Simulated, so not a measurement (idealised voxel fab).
process module | voxel capacitor over wiring
cross-section cut | 235 nm wide | cells 5 nm
A cross-section is a grid of square cells, given in bands from the top down. A band is one or more rows of cells.
Each band's line starts with the height of the band's top and of its bottom, in nm. Then come its materials from left to right, each with its width in nm. One material with "throughout" fills the band from edge to edge. "air" is empty space.
Height 0 is the level under which the wafer as received is all one material. The lowest band goes on downwards, as in "0 down".
A width such as "30 to 40" changes by the same amount from each row of cells to the next, from the band's top row to its bottom row.
"no change" after a step means that no cell of the cross-section changed.
closed voids: empty space of 8 cells or more with no open way to the top, each as width x height at its distance from the left edge, in nm
after a step's settings: what the simulator itself notes on the step
overlay nm, on a step with a mask: how far to the right of its planned place the mask lay; to the left if negative
plan
1 op RECEIVE | material Si
2 op CONFORMAL_DEP | material SiO2 | thk nm 15
3 op DIRECTIONAL_DEP | material TiN | thk nm 5
4 op DIRECTIONAL_DEP | material W | thk nm 20
5 op MASKED_ETCH | tone cover | mask id METAL_1 | width nm 25 | pitch nm 95 | etch materials W | depth nm 20 | overlay nm 0
6 op MASKED_ETCH | tone cover | mask id METAL_1 | width nm 25 | pitch nm 95 | etch materials TiN | depth nm 5 | overlay nm 0
7 op CONFORMAL_DEP | material SiN | thk nm 5
8 op FILL_DEP | material lowk | thk nm 5
9 op CMP | height nm 40
10 op CONFORMAL_DEP | material SiCN | thk nm 5
11 op DIRECTIONAL_DEP | material SiO2 | thk nm 20
12 op MASKED_ETCH | tone open | mask id PLUG_1 | width nm 15 | etch materials SiO2 | depth nm 20 | overlay nm 0
13 op MASKED_ETCH | tone open | mask id PLUG_1 | width nm 15 | etch materials SiCN | depth nm 5 | overlay nm -15
14 op EPI | material Ru | thk nm 10
15 op EPI | material Ru | thk nm 10
16 op EPI | material Ru | thk nm 5
17 op DIRECTIONAL_DEP | material TiN | thk nm 10
18 op DIRECTIONAL_DEP | material Al2O3 | thk nm 5
19 op DIRECTIONAL_DEP | material TiN | thk nm 10
20 op DIRECTIONAL_DEP | material aC | thk nm 15
21 op PATTERN | tone cover | mask id UPPER_PLATE | material resist | width nm 75 | thk nm 35 | overlay nm 0
22 op DIRECTIONAL_ETCH | etch materials aC | depth nm 15
23 op STRIP | etch materials resist
24 op DIRECTIONAL_ETCH | etch materials TiN | depth nm 10
25 op DIRECTIONAL_ETCH | etch materials Al2O3 | depth nm 5
26 op STRIP | etch materials aC
27 op MASKED_ETCH | tone cover | mask id LOWER_PLATE | width nm 85 | etch materials TiN | depth nm 10 | overlay nm 0
28 op FILL_DEP | material SiO2 | thk nm 15
29 op CMP | height nm 100
30 op DIRECTIONAL_DEP | material aC | thk nm 10
31 op PATTERN | tone open | mask id PLUG_2 | material resist | width nm 15 | thk nm 25 | overlay nm 0
32 op DIRECTIONAL_ETCH | etch materials aC | depth nm 10
33 op STRIP | etch materials resist
34 op DIRECTIONAL_ETCH | etch materials SiO2 | depth nm 10
35 op STRIP | etch materials aC
36 op CONFORMAL_DEP | material TiN | thk nm 5
37 op FILL_DEP | material Ru | thk nm 10
38 op CMP | height nm 100
39 op CONFORMAL_DEP | material SiN | thk nm 5
varied across the wafers: overlay nm of step 13. The plan shows the first wafer's value. All wafers start alike
first wafer as received, after step 1
  0 down: Si throughout
  closed voids: none
each wafer at the end: cells of each material gained (+) or lost (-) since it was received, then its closed voids
overlay nm -15 | +15 Al2O3 | +1 Ru | +47 SiCN | +100 SiN | +573 SiO2 | +79 TiN | +40 W | +132 lowk | closed voids: none
overlay nm -10 | +15 Al2O3 | +14 Ru | +46 SiCN | +100 SiN | +561 SiO2 | +79 TiN | +40 W | +132 lowk | closed voids: none
overlay nm -5 | +15 Al2O3 | +15 Ru | +45 SiCN | +100 SiN | +561 SiO2 | +79 TiN | +40 W | +132 lowk | closed voids: none
overlay nm 0 | +15 Al2O3 | +16 Ru | +44 SiCN | +100 SiN | +561 SiO2 | +79 TiN | +40 W | +132 lowk | closed voids: none
overlay nm 5 | +15 Al2O3 | +15 Ru | +45 SiCN | +100 SiN | +561 SiO2 | +79 TiN | +40 W | +132 lowk | closed voids: none
overlay nm 10 | +15 Al2O3 | +14 Ru | +46 SiCN | +100 SiN | +561 SiO2 | +79 TiN | +40 W | +132 lowk | closed voids: none
overlay nm 15 | +15 Al2O3 | +1 Ru | +47 SiCN | +100 SiN | +573 SiO2 | +79 TiN | +40 W | +132 lowk | closed voids: none
